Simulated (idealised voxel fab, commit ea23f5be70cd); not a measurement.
Title: Process Module voxel self aligned vias
280 nm wide, 5 nm square cells: that's cross-section cut.
Square cells in a grid make up a cross-section in this document, and the grid is given as bands, listed from the top down, each one or more rows of cells.
Band entry format. Leading values: height of top, height of bottom, nm. Remainder: materials in left-to-right order, each with its width in nm. Special words: "full width" on a single material, which then fills the band edge to edge; "blank", empty space.
Heights are expressed relative to 0, this being the level below which the as-received wafer comprises one material exclusively. The lowest band is unbounded in the downward direction and is denoted as in "0 and below".
You'd read "30..40" like this: the band's top row of cells is as wide as the first number, its bottom row is as wide as the second, and going down, every row changes width by the same amount as the row before did.
No cell of the cross-section changed in a step that is given as "no change occurred".
What "Closed void listing" gives you is every empty space of 8 cells or more that is cut off from the top. Each appears as width x height at distance, with the distance taken from the left edge and width, height and distance all in nm.
On a step's line, text after the settings is the simulator commenting on that step.
On any step carrying a mask, the "overlay nm" setting, if present on the step's line, tells how far right of its planned place the mask lay; negative values point to the left.

Set out below are the planned steps of the process
step 1: RECEIVE, material Si
step 2: CONFORMAL_DEP, material SiO2, thk nm 10
step 3: CONFORMAL_DEP, material SiCN, thk nm 5
step 4: DIRECTIONAL_DEP, material lowk, thk nm 20
step 5: MASKED_ETCH, tone open, mask id LINES, width nm 20, pitch nm 65, etch materials lowk, depth nm 20, overlay nm 0
step 6: CONFORMAL_DEP, material TiN, thk nm 5
step 7: FILL_DEP, material W, thk nm 10
step 8: CMP, height nm 35
step 9: SELECTIVE_ETCH, etch materials W Ru TiN, depth nm 5
step 10: FILL_DEP, material SiN, thk nm 10
step 11: CMP, height nm 35
step 12: DIRECTIONAL_DEP, material lowk, thk nm 20
step 13: PATTERN, tone open, mask id VIAS, material resist, width nm 40, thk nm 15, overlay nm 0
step 14: DIRECTIONAL_ETCH, etch materials lowk, depth nm 20
step 15: DIRECTIONAL_ETCH, etch materials SiN, depth nm 5
step 16: STRIP, etch materials resist
step 17: CONFORMAL_DEP, material TiN, thk nm 5
step 18: FILL_DEP, material Ru, thk nm 5
step 19: CMP, height nm 55
step 20: CONFORMAL_DEP, material SiN, thk nm 5

First of the two wafers, run per plan

Wafer cross-section on receipt, i.e. after step 1
	0 and below = Si full width
	Closed void listing: none

Wafer after step 2 (cross-section)
	10 down to 0 = SiO2 full width
	No changes below 0.

Wafer after step 3 (cross-section)
	15 down to 10 = SiCN full width
	No changes below 10.

Wafer after step 4 (cross-section)
	35 down to 15 = lowk full width
	No changes below 15.

Wafer after step 5 (cross-section)
	35 down to 15 = 95 lowk  20 blank  45 lowk  20 blank  100 lowk
	No changes below 15.

Wafer after step 6 (cross-section)
	40 down to 35 = 100 TiN  10 blank  55 TiN  10 blank  105 TiN
	35 down to 20 = 95 lowk  5 TiN  10 blank  5 TiN  45 lowk  5 TiN  10 blank  5 TiN  100 lowk
	20 down to 15 = 95 lowk  20 TiN  45 lowk  20 TiN  100 lowk
	No changes below 15.

Wafer after step 7 (cross-section)
	50 down to 40 = W full width
	40 down to 35 = 100 TiN  10 W  55 TiN  10 W  105 TiN
	35 down to 20 = 95 lowk  5 TiN  10 W  5 TiN  45 lowk  5 TiN  10 W  5 TiN  100 lowk
	No changes below 20.

Wafer after step 8 (cross-section)
	35 down to 20 = 95 lowk  5 TiN  10 W  5 TiN  45 lowk  5 TiN  10 W  5 TiN  100 lowk
	No changes below 20.

Wafer after step 9 (cross-section)
	35 down to 30 = 95 lowk  20 blank  45 lowk  20 blank  100 lowk
	No changes below 30.

Wafer after step 10 (cross-section)
	45 down to 35 = SiN full width
	35 down to 30 = 95 lowk  20 SiN  45 lowk  20 SiN  100 lowk
	No changes below 30.

Wafer after step 11 (cross-section)
	35 down to 30 = 95 lowk  20 SiN  45 lowk  20 SiN  100 lowk
	No changes below 30.

Wafer after step 12 (cross-section)
	55 down to 35 = lowk full width
	No changes below 35.

Wafer after step 13 (cross-section)
	70 down to 55 = 85 resist  40 blank  155 resist
	No changes below 55.

Wafer after step 14 (cross-section)
	70 down to 55 = 85 resist  40 blank  155 resist
	55 down to 35 = 85 lowk  40 blank  155 lowk
	No changes below 35.

Wafer after step 15 (cross-section)
	70 down to 55 = 85 resist  40 blank  155 resist
	55 down to 35 = 85 lowk  40 blank  155 lowk
	35 down to 30 = 95 lowk  20 blank  45 lowk  20 SiN  100 lowk
	No changes below 30.

Wafer after step 16 (cross-section)
	55 down to 35 = 85 lowk  40 blank  155 lowk
	No changes below 35.

Wafer after step 17 (cross-section)
	60 down to 55 = 90 TiN  30 blank  160 TiN
	55 down to 40 = 85 lowk  5 TiN  30 blank  5 TiN  155 lowk
	40 down to 35 = 85 lowk  15 TiN  10 blank  15 TiN  155 lowk
	35 down to 30 = 95 lowk  20 TiN  45 lowk  20 SiN  100 lowk
	No changes below 30.

Wafer after step 18 (cross-section)
	65 down to 60 = Ru full width
	60 down to 55 = 90 TiN  30 Ru  160 TiN
	55 down to 40 = 85 lowk  5 TiN  30 Ru  5 TiN  155 lowk
	40 down to 35 = 85 lowk  15 TiN  10 Ru  15 TiN  155 lowk
	No changes below 35.

Wafer after step 19 (cross-section)
	55 down to 40 = 85 lowk  5 TiN  30 Ru  5 TiN  155 lowk
	No changes below 40.

Wafer after step 20 (cross-section)
	60 down to 55 = SiN full width
	No changes below 55.

It is to be noted that the second wafer proceeded from the same initial state and according to the same plan as the first, although one mistake was committed in its execution; through step 2, inclusive, the two wafers share an identical history

Second wafer cross-section, taken as of the time the plan sets for step 3 to be done
	30 down to 10 = lowk full width
	No changes below 10.

Second wafer cross-section, taken as of the time the plan sets for step 4 to be done
	35 down to 30 = SiCN full width
	No changes below 30.

Second wafer cross-section, taken as of the time the plan sets for step 5 to be done: no change occurred

Second wafer cross-section, taken as of the time the plan sets for step 6 to be done
	40 down to 35 = TiN full width
	No changes below 35.

Second wafer cross-section, taken as of the time the plan sets for step 7 to be done
	50 down to 40 = W full width
	No changes below 40.

Second wafer cross-section, taken as of the time the plan sets for step 8 to be done
	35 down to 30 = SiCN full width
	No changes below 30.

Second wafer cross-section, taken as of the time the plan sets for step 9 to be done: no change occurred

Second wafer cross-section, taken as of the time the plan sets for step 10 to be done
	45 down to 35 = SiN full width
	No changes below 35.

Second wafer cross-section, taken as of the time the plan sets for step 11 to be done
	35 down to 30 = SiCN full width
	No changes below 30.

Second wafer cross-section, taken as of the time the plan sets for step 12 to be done
	55 down to 35 = lowk full width
	No changes below 35.

Second wafer cross-section, taken as of the time the plan sets for step 13 to be done
	70 down to 55 = 85 resist  40 blank  155 resist
	No changes below 55.

Second wafer cross-section, taken as of the time the plan sets for step 14 to be done
	70 down to 55 = 85 resist  40 blank  155 resist
	55 down to 35 = 85 lowk  40 blank  155 lowk
	No changes below 35.

Second wafer cross-section, taken as of the time the plan sets for step 15 to be done: no change occurred

Second wafer cross-section, taken as of the time the plan sets for step 16 to be done
	55 down to 35 = 85 lowk  40 blank  155 lowk
	No changes below 35.

Second wafer cross-section, taken as of the time the plan sets for step 17 to be done
	60 down to 55 = 90 TiN  30 blank  160 TiN
	55 down to 40 = 85 lowk  5 TiN  30 blank  5 TiN  155 lowk
	40 down to 35 = 85 lowk  40 TiN  155 lowk
	No changes below 35.

Second wafer cross-section, taken as of the time the plan sets for step 18 to be done
	65 down to 60 = Ru full width
	60 down to 55 = 90 TiN  30 Ru  160 TiN
	55 down to 40 = 85 lowk  5 TiN  30 Ru  5 TiN  155 lowk
	No changes below 40.

Second wafer cross-section, taken as of the time the plan sets for step 19 to be done
	55 down to 40 = 85 lowk  5 TiN  30 Ru  5 TiN  155 lowk
	No changes below 40.

Second wafer cross-section, taken as of the time the plan sets for step 20 to be done
	60 down to 55 = SiN full width
	No changes below 55.
The mistake made against the process plan was this: steps 3 and 4 of the plan were each performed in the slot designated for the other
Wafer comparison, final, in cells, second relative to first, materials more or fewer: 2 fewer of Ru | 4 fewer of SiN | 18 fewer of TiN | 8 fewer of W | 32 more of lowk
